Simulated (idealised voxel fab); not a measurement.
process module | voxel ribs on slabs
cross-section cut | 155 nm wide | cells 5 nm
A cross-section is a grid of square cells, given in bands from the top down. A band is one or more rows of cells.
Each band's line starts with the height of the band's top and of its bottom, in nm. Then come its materials from left to right, each with its width in nm. One material with "throughout" fills the band from edge to edge. "air" is empty space.
Height 0 is the level under which the wafer as received is all one material. The lowest band goes on downwards, as in "0 down".
A width such as "30 to 40" changes by the same amount from each row of cells to the next, from the band's top row to its bottom row.
"no change" after a step means that no cell of the cross-section changed.
closed voids: empty space of 8 cells or more with no open way to the top, each as width x height at its distance from the left edge, in nm
after a step's settings: what the simulator itself notes on the step
overlay nm, on a step with a mask: how far to the right of its planned place the mask lay; to the left if negative
plan
1 op RECEIVE | material Si
2 op DIRECTIONAL_DEP | material SiO2 | thk nm 20
3 op DIRECTIONAL_DEP | material polySi | thk nm 25
4 op MASKED_ETCH | tone cover | mask id RIB | width nm 30 | etch materials polySi | depth nm 20 | overlay nm 0
5 op DIRECTIONAL_DEP | material aC | thk nm 15
6 op PATTERN | tone cover | mask id SLAB | material resist | width nm 60 | thk nm 35 | overlay nm 0
7 op DIRECTIONAL_ETCH | etch materials aC | depth nm 15
8 op STRIP | etch materials resist
9 op DIRECTIONAL_ETCH | etch materials polySi | depth nm 5
10 op STRIP | etch materials aC
11 op FILL_DEP | material SiO2 | thk nm 20
12 op CMP | height nm 60
13 op DIRECTIONAL_DEP | material W | thk nm 10
14 op PATTERN | tone cover | mask id HEATER | material resist | width nm 40 | thk nm 15 | overlay nm 0
15 op DIRECTIONAL_ETCH | etch materials W | depth nm 10
16 op STRIP | etch materials resist
17 op CONFORMAL_DEP | material SiO2 | thk nm 10
first wafer, as planned
as received, after step 1
  0 down: Si throughout
  closed voids: none
after step 2
  20 to 0: SiO2 throughout
  below 0: unchanged
after step 3
  45 to 20: polySi throughout
  below 20: unchanged
after step 4
  45 to 25: air 60 | polySi 30 | air 65
  below 25: unchanged
after step 5
  60 to 45: air 60 | aC 30 | air 65
  45 to 40: air 60 | polySi 30 | air 65
  40 to 25: aC 60 | polySi 30 | aC 65
  below 25: unchanged
after step 6
  95 to 60: air 45 | resist 60 | air 50
  60 to 45: air 45 | resist 15 | aC 30 | resist 15 | air 50
  45 to 40: air 45 | resist 15 | polySi 30 | resist 15 | air 50
  below 40: unchanged
after step 7
  80 to 60: air 45 | resist 60 | air 50
  60 to 45: air 45 | resist 15 | aC 30 | resist 15 | air 50
  45 to 40: air 45 | resist 15 | polySi 30 | resist 15 | air 50
  40 to 25: air 45 | aC 15 | polySi 30 | aC 15 | air 50
  below 25: unchanged
after step 8
  60 to 45: air 60 | aC 30 | air 65
  45 to 40: air 60 | polySi 30 | air 65
  below 40: unchanged
after step 9
  60 to 45: air 60 | aC 30 | air 65
  45 to 40: air 60 | polySi 30 | air 65
  40 to 25: air 45 | aC 15 | polySi 30 | aC 15 | air 50
  25 to 20: air 45 | polySi 60 | air 50
  below 20: unchanged
after step 10
  45 to 25: air 60 | polySi 30 | air 65
  below 25: unchanged
after step 11
  65 to 45: SiO2 throughout
  45 to 25: SiO2 60 | polySi 30 | SiO2 65
  25 to 20: SiO2 45 | polySi 60 | SiO2 50
  below 20: unchanged
after step 12
  60 to 45: SiO2 throughout
  below 45: unchanged
after step 13
  70 to 60: W throughout
  below 60: unchanged
after step 14
  85 to 70: air 55 | resist 40 | air 60
  below 70: unchanged
after step 15
  85 to 70: air 55 | resist 40 | air 60
  70 to 60: air 55 | W 40 | air 60
  below 60: unchanged
after step 16
  70 to 60: air 55 | W 40 | air 60
  below 60: unchanged
after step 17
  80 to 70: air 45 | SiO2 60 | air 50
  70 to 60: SiO2 55 | W 40 | SiO2 60
  below 60: unchanged
second wafer: like start, like plan, one mistake. Through step 3 it matches the first wafer
when step 4 should have ended
  45 to 25: air 60 | polySi 35 | air 60
  below 25: unchanged
when step 5 should have ended
  60 to 45: air 60 | aC 35 | air 60
  45 to 40: air 60 | polySi 35 | air 60
  40 to 25: aC 60 | polySi 35 | aC 60
  below 25: unchanged
when step 6 should have ended
  95 to 60: air 45 | resist 60 | air 50
  60 to 45: air 45 | resist 15 | aC 35 | resist 10 | air 50
  45 to 40: air 45 | resist 15 | polySi 35 | resist 10 | air 50
  below 40: unchanged
when step 7 should have ended
  80 to 60: air 45 | resist 60 | air 50
  60 to 45: air 45 | resist 15 | aC 35 | resist 10 | air 50
  45 to 40: air 45 | resist 15 | polySi 35 | resist 10 | air 50
  40 to 25: air 45 | aC 15 | polySi 35 | aC 10 | air 50
  below 25: unchanged
when step 8 should have ended
  60 to 45: air 60 | aC 35 | air 60
  45 to 40: air 60 | polySi 35 | air 60
  below 40: unchanged
when step 9 should have ended
  60 to 45: air 60 | aC 35 | air 60
  45 to 40: air 60 | polySi 35 | air 60
  40 to 25: air 45 | aC 15 | polySi 35 | aC 10 | air 50
  25 to 20: air 45 | polySi 60 | air 50
  below 20: unchanged
when step 10 should have ended
  45 to 25: air 60 | polySi 35 | air 60
  below 25: unchanged
when step 11 should have ended
  65 to 45: SiO2 throughout
  45 to 25: SiO2 60 | polySi 35 | SiO2 60
  25 to 20: SiO2 45 | polySi 60 | SiO2 50
  below 20: unchanged
when step 12 should have ended
  60 to 45: SiO2 throughout
  below 45: unchanged
when step 13 should have ended
  70 to 60: W throughout
  below 60: unchanged
when step 14 should have ended
  85 to 70: air 55 | resist 40 | air 60
  below 70: unchanged
when step 15 should have ended
  85 to 70: air 55 | resist 40 | air 60
  70 to 60: air 55 | W 40 | air 60
  below 60: unchanged
when step 16 should have ended
  70 to 60: air 55 | W 40 | air 60
  below 60: unchanged
when step 17 should have ended
  80 to 70: air 45 | SiO2 60 | air 50
  70 to 60: SiO2 55 | W 40 | SiO2 60
  below 60: unchanged
what went wrong: step 4 ran as: op MASKED_ETCH | tone cover | mask id RIB | width nm 35 | etch materials polySi | depth nm 20 | overlay nm 0
at the end the second wafer has, in cells: 4 fewer of SiO2 | 4 more of polySi
